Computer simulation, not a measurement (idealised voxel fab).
The process module that follows is named voxel wiring stack.
The cross-section shown here is cut; it is 235 nm wide and divided into square cells measuring 5 nm on a side.
Cross-sections here: square-cell grids, written as top-down lists of bands, a band being one or more rows of cells. Heights first: top, then bottom, in nm. Then materials, left to right, each with a width in nm. "full width" on a single material: fills the band edge to edge. "blank": empty space. A quick word on heights: they are counted from 0, and under that level the wafer as it came to us is one material throughout. The lowest band is different from the rest in having no bottom; it simply continues downward, written as in "from 0 down". It should be noted that a width expressed as "30->40" varies in equal increments from row to row of cells within the band, taking the value of the first number at the top row and that of the second number at the bottom row. "nothing changed" -> step changed no cross-section cell. "Enclosed voids" means: voids of 8 cells or more that are shut off from the top with no open way through. Written width x height at distance, distance from the left edge, in nm. Text after the settings on a step's line: the simulator's own remark on that step. What "overlay nm" on a step's line means: if the step has a mask, that mask lay this far to the right of its planned place, or, when the value is negative, to the left.
### plan
1: RECEIVE: material Si
2: CONFORMAL_DEP: material SiO2, thk nm 10
3: CONFORMAL_DEP: material SiCN, thk nm 5
4: DIRECTIONAL_DEP: material SiO2, thk nm 25
5: MASKED_ETCH: tone open, mask id METAL_1, width nm 25, pitch nm 45, etch materials SiO2, depth nm 25, overlay nm 0
6: MASKED_ETCH: tone open, mask id METAL_1, width nm 25, pitch nm 45, etch materials SiCN, depth nm 5, overlay nm 0
7: CONFORMAL_DEP: material TiN, thk nm 5
8: FILL_DEP: material Cu, thk nm 10
9: CMP: height nm 40
10: CONFORMAL_DEP: material SiCN, thk nm 5
11: DIRECTIONAL_DEP: material lowk, thk nm 30
12: DIRECTIONAL_DEP: material aC, thk nm 10
13: PATTERN: tone open, mask id METAL_2_HOLES, material resist, width nm 15, pitch nm 90, thk nm 30, overlay nm 0
14: DIRECTIONAL_ETCH: etch materials aC, depth nm 10
15: STRIP: etch materials resist
16: DIRECTIONAL_ETCH: etch materials lowk, depth nm 30
17: STRIP: etch materials aC
18: MASKED_ETCH: tone open, mask id METAL_2, width nm 25, pitch nm 45, etch materials lowk, depth nm 20, overlay nm 0
19: MASKED_ETCH: tone open, mask id METAL_2, width nm 25, pitch nm 45, etch materials SiCN, depth nm 5, overlay nm 0
20: CONFORMAL_DEP: material TiN, thk nm 5
21: FILL_DEP: material Cu, thk nm 5
22: CMP: height nm 75
23: CONFORMAL_DEP: material SiCN, thk nm 5
24: DIRECTIONAL_DEP: material lowk, thk nm 20
25: MASKED_ETCH: tone open, mask id PLUG_2, width nm 15, pitch nm 90, etch materials lowk, depth nm 20, overlay nm 0
26: MASKED_ETCH: tone open, mask id PLUG_2, width nm 15, pitch nm 90, etch materials SiCN, depth nm 5, overlay nm 0
27: EPI: material Ru, thk nm 10
28: EPI: material Ru, thk nm 10
29: EPI: material Ru, thk nm 5
30: CONFORMAL_DEP: material SiN, thk nm 5
31: DIRECTIONAL_DEP: material lowk, thk nm 15
32: PATTERN: tone open, mask id METAL_3, material resist, width nm 25, pitch nm 45, thk nm 20, overlay nm 0
33: DIRECTIONAL_ETCH: etch materials lowk, depth nm 15
34: DIRECTIONAL_ETCH: etch materials SiN, depth nm 5
35: STRIP: etch materials resist
36: CONFORMAL_DEP: material TiN, thk nm 5
37: FILL_DEP: material Cu, thk nm 10
38: CMP: height nm 120
39: EPI: material Ru, thk nm 5
40: FILL_DEP: material SiCN, thk nm 5
41: DIRECTIONAL_DEP: material SiO2, thk nm 10
42: PATTERN: tone open, mask id PLUG_3, material resist, width nm 15, pitch nm 45, thk nm 15, overlay nm 0
43: DIRECTIONAL_ETCH: etch materials SiO2, depth nm 10
44: DIRECTIONAL_ETCH: etch materials SiCN, depth nm 5
45: STRIP: etch materials resist
46: EPI: material Ru, thk nm 10
47: EPI: material Ru, thk nm 5
48: CONFORMAL_DEP: material SiCN, thk nm 5
49: DIRECTIONAL_DEP: material SiO2, thk nm 20
50: PATTERN: tone open, mask id METAL_4, material resist, width nm 25, pitch nm 45, thk nm 15, overlay nm 0
51: DIRECTIONAL_ETCH: etch materials SiO2, depth nm 20
52: DIRECTIONAL_ETCH: etch materials SiCN, depth nm 5
53: STRIP: etch materials resist
54: CONFORMAL_DEP: material TiN, thk nm 5
55: FILL_DEP: material W, thk nm 10
56: CMP: height nm 165
57: CONFORMAL_DEP: material SiCN, thk nm 5
### The cross-section here shows the wafer as received, i.e. in its state after step 1
* from 0 down = Si full width
* Enclosed voids: none
### End state of the module in cross-section, given the above starting point and plan and one mistake in execution
* from 170 to 165 = SiCN full width
* from 165 to 145 = SiO2 60 | TiN 5 | W 15 | TiN 5 | SiO2 20 | TiN 5 | W 15 | TiN 5 | SiO2 20 | TiN 5 | W 15 | TiN 5 | SiO2 60
* from 145 to 140 = SiCN 60 | TiN 25 | SiCN 20 | TiN 25 | SiCN 20 | TiN 25 | SiCN 60
* from 140 to 130 = SiO2 60 | Ru 15 | SiO2 30 | Ru 15 | SiO2 30 | Ru 15 | SiO2 70
* from 130 to 120 = SiCN 60->55 | Ru 15->35 | SiCN 30->10 | Ru 15->35 | SiCN 30->10 | Ru 15->35 | SiCN 70->55
* from 120 to 105 = lowk 60 | TiN 5 | Cu 15 | TiN 5 | lowk 20 | TiN 5 | Cu 15 | TiN 5 | lowk 20 | TiN 5 | Cu 15 | TiN 5 | lowk 60
* from 105 to 100 = SiN 60 | TiN 25 | SiN 20 | TiN 25 | SiN 20 | TiN 25 | SiN 60
* from 100 to 80 = lowk 60 | Ru 15 | lowk 75 | Ru 15 | lowk 70
* from 80 to 75 = SiCN 60 | Ru 15 | SiCN 75 | Ru 15 | SiCN 70
* from 75 to 60 = lowk 60 | TiN 5 | Cu 15 | TiN 5 | lowk 20 | TiN 5 | Cu 15 | TiN 5 | lowk 20 | TiN 5 | Cu 15 | TiN 5 | lowk 60
* from 60 to 55 = lowk 60 | TiN 15 | Cu 5 | TiN 5 | lowk 20 | TiN 25 | lowk 20 | TiN 15 | Cu 5 | TiN 5 | lowk 60
* from 55 to 45 = lowk 70 | TiN 5 | Cu 5 | TiN 5 | lowk 75 | TiN 5 | Cu 5 | TiN 5 | lowk 60
* from 45 to 40 = SiCN 70 | TiN 15 | SiCN 75 | TiN 15 | SiCN 60
* from 40 to 15 = SiO2 60 | TiN 5 | Cu 15 | TiN 5 | SiO2 20 | TiN 5 | Cu 15 | TiN 5 | SiO2 20 | TiN 5 | Cu 15 | TiN 5 | SiO2 60
* from 15 to 10 = SiCN 60 | TiN 25 | SiCN 20 | TiN 25 | SiCN 20 | TiN 25 | SiCN 60
* from 10 to 0 = SiO2 full width
* from 0 down = Si full width
* Enclosed voids: none
Heads up, the wafer didn't run the way we planned it: step 13, actual vs plan mismatch, actual run PATTERN: tone open, mask id METAL_2_HOLES, material resist, width nm 15, pitch nm 90, thk nm 30, overlay nm 10
